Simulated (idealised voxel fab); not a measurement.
process module | voxel fin reveal
cross-section cut | 200 nm wide | cells 5 nm
A cross-section is a grid of square cells, given in bands from the top down. A band is one or more rows of cells.
Each band's line starts with the height of the band's top and of its bottom, in nm. Then come its materials from left to right, each with its width in nm. One material with "throughout" fills the band from edge to edge. "air" is empty space.
Height 0 is the level under which the wafer as received is all one material. The lowest band goes on downwards, as in "0 down".
A width such as "30 to 40" changes by the same amount from each row of cells to the next, from the band's top row to its bottom row.
"no change" after a step means that no cell of the cross-section changed.
closed voids: empty space of 8 cells or more with no open way to the top, each as width x height at its distance from the left edge, in nm
after a step's settings: what the simulator itself notes on the step
overlay nm, on a step with a mask: how far to the right of its planned place the mask lay; to the left if negative
plan
1 op RECEIVE | material Si
2 op CONFORMAL_DEP | material SiN | thk nm 10
3 op MASKED_ETCH | tone cover | mask id FINS | width nm 15 | pitch nm 35 | etch materials SiN | depth nm 10 | overlay nm 0
4 op MASKED_ETCH | tone cover | mask id FINS | width nm 15 | pitch nm 35 | etch materials Si | depth nm 35 | overlay nm 0
5 op OXIDIZE | depth nm 5
6 op FILL_DEP | material SiO2 | thk nm 10
7 op CMP | height nm 10
8 op SELECTIVE_ETCH | etch materials SiO2 | depth nm 35
9 op STRIP | etch materials SiN
10 op CONFORMAL_DEP | material HfO2 | thk nm 5
as received, after step 1
  0 down: Si throughout
  closed voids: none
a wafer at the end: this start, this plan, one mistake
  5 to 0: HfO2 40 | air 15 | HfO2 20 | air 15 | HfO2 20 | air 15 | HfO2 20 | air 15 | HfO2 40
  0 to -5: Si 35 | HfO2 25 | Si 10 | HfO2 25 | Si 10 | HfO2 25 | Si 10 | HfO2 25 | Si 35
  -5 down: Si throughout
  closed voids: none
what went wrong: step 3 ran as: op MASKED_ETCH | tone open | mask id FINS | width nm 15 | pitch nm 35 | etch materials SiN | depth nm 10 | overlay nm 0
